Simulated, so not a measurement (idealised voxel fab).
process module | voxel self aligned vias
cross-section cut | 295 nm wide | cells 5 nm
A cross-section is a grid of square cells, given in bands from the top down. A band is one or more rows of cells.
Each band's line starts with the height of the band's top and of its bottom, in nm. Then come its materials from left to right, each with its width in nm. One material with "throughout" fills the band from edge to edge. "air" is empty space.
Height 0 is the level under which the wafer as received is all one material. The lowest band goes on downwards, as in "0 down".
A width such as "30 to 40" changes by the same amount from each row of cells to the next, from the band's top row to its bottom row.
"no change" after a step means that no cell of the cross-section changed.
closed voids: empty space of 8 cells or more with no open way to the top, each as width x height at its distance from the left edge, in nm
after a step's settings: what the simulator itself notes on the step
overlay nm, on a step with a mask: how far to the right of its planned place the mask lay; to the left if negative
plan
1 op RECEIVE | material Si
2 op CONFORMAL_DEP | material SiO2 | thk nm 15
3 op CONFORMAL_DEP | material SiCN | thk nm 5
4 op DIRECTIONAL_DEP | material SiO2 | thk nm 20
5 op PATTERN | tone open | mask id LINES | material resist | width nm 30 | pitch nm 65 | thk nm 20 | overlay nm 0
6 op DIRECTIONAL_ETCH | etch materials SiO2 | depth nm 20
7 op STRIP | etch materials resist
8 op CONFORMAL_DEP | material TiN | thk nm 5
9 op FILL_DEP | material Ru | thk nm 10
10 op CMP | height nm 40
11 op SELECTIVE_ETCH | etch materials W Ru TiN | depth nm 10
12 op FILL_DEP | material SiN | thk nm 10
13 op CMP | height nm 40
14 op DIRECTIONAL_DEP | material SiO2 | thk nm 15
15 op MASKED_ETCH | tone open | mask id VIAS | width nm 50 | etch materials SiO2 | depth nm 15 | overlay nm 0
16 op MASKED_ETCH | tone open | mask id VIAS | width nm 50 | etch materials SiN | depth nm 10 | overlay nm 0
17 op CONFORMAL_DEP | material TiN | thk nm 5
18 op FILL_DEP | material Ru | thk nm 5
19 op CMP | height nm 55
20 op CONFORMAL_DEP | material SiCN | thk nm 5
as received, after step 1
  0 down: Si throughout
  closed voids: none
a wafer at the end: this start, this plan, one mistake
  60 to 55: SiCN throughout
  55 to 40: SiO2 90 | TiN 5 | Ru 40 | TiN 5 | SiO2 155
  40 to 35: SiN 90 | TiN 5 | Ru 40 | TiN 5 | SiN 155
  35 to 30: SiN 90 | TiN 50 | SiN 155
  30 to 25: TiN 105 | Ru 20 | TiN 45 | Ru 20 | TiN 105
  25 to 10: SiO2 100 | TiN 5 | Ru 20 | TiN 5 | SiO2 35 | TiN 5 | Ru 20 | TiN 5 | SiO2 100
  10 to 5: SiO2 100 | TiN 30 | SiO2 35 | TiN 30 | SiO2 100
  5 to 0: SiCN throughout
  0 down: Si throughout
  closed voids: none
what went wrong: step 2 was left out
